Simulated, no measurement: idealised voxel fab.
process module | voxel spacer lines
cross-section cut | 240 nm wide | cells 5 nm
A cross-section is a grid of square cells, given in bands from the top down. A band is one or more rows of cells.
Each band's line starts with the height of the band's top and of its bottom, in nm. Then come its materials from left to right, each with its width in nm. One material with "throughout" fills the band from edge to edge. "air" is empty space.
Height 0 is the level under which the wafer as received is all one material. The lowest band goes on downwards, as in "0 down".
A width such as "30 to 40" changes by the same amount from each row of cells to the next, from the band's top row to its bottom row.
"no change" after a step means that no cell of the cross-section changed.
closed voids: empty space of 8 cells or more with no open way to the top, each as width x height at its distance from the left edge, in nm
after a step's settings: what the simulator itself notes on the step
overlay nm, on a step with a mask: how far to the right of its planned place the mask lay; to the left if negative
plan
1 op RECEIVE | material Si
2 op CONFORMAL_DEP | material Al2O3 | thk nm 5
3 op DIRECTIONAL_DEP | material polySi | thk nm 20
4 op DIRECTIONAL_DEP | material aC | thk nm 25
5 op PATTERN | tone cover | mask id MANDREL | material resist | width nm 15 | pitch nm 50 | thk nm 30 | overlay nm 0
6 op DIRECTIONAL_ETCH | etch materials aC | depth nm 25
7 op STRIP | etch materials resist
8 op CONFORMAL_DEP | material SiO2 | thk nm 10
9 op DIRECTIONAL_ETCH | etch materials SiO2 | depth nm 10
10 op STRIP | etch materials aC
11 op DIRECTIONAL_ETCH | etch materials polySi | depth nm 20
12 op STRIP | etch materials SiO2
13 op FILL_DEP | material SiO2 | thk nm 10
14 op CMP | height nm 25
as received, after step 1
  0 down: Si throughout
  closed voids: none
first wafer at the end, as planned
  25 to 5: SiO2 50 | polySi 10 | SiO2 15 | polySi 10 | SiO2 15 | polySi 10 | SiO2 15 | polySi 10 | SiO2 15 | polySi 10 | SiO2 15 | polySi 10 | SiO2 55
  5 to 0: Al2O3 throughout
  0 down: Si throughout
  closed voids: none
second wafer at the end: like start, like plan, one mistake
  25 to 20: SiO2 throughout
  20 to 0: SiO2 50 | polySi 10 | SiO2 15 | polySi 10 | SiO2 15 | polySi 10 | SiO2 15 | polySi 10 | SiO2 15 | polySi 10 | SiO2 15 | polySi 10 | SiO2 55
  0 down: Si throughout
  closed voids: none
what went wrong: step 2 was left out
at the end the second wafer has, in cells: 48 fewer of Al2O3 | 48 more of SiO2
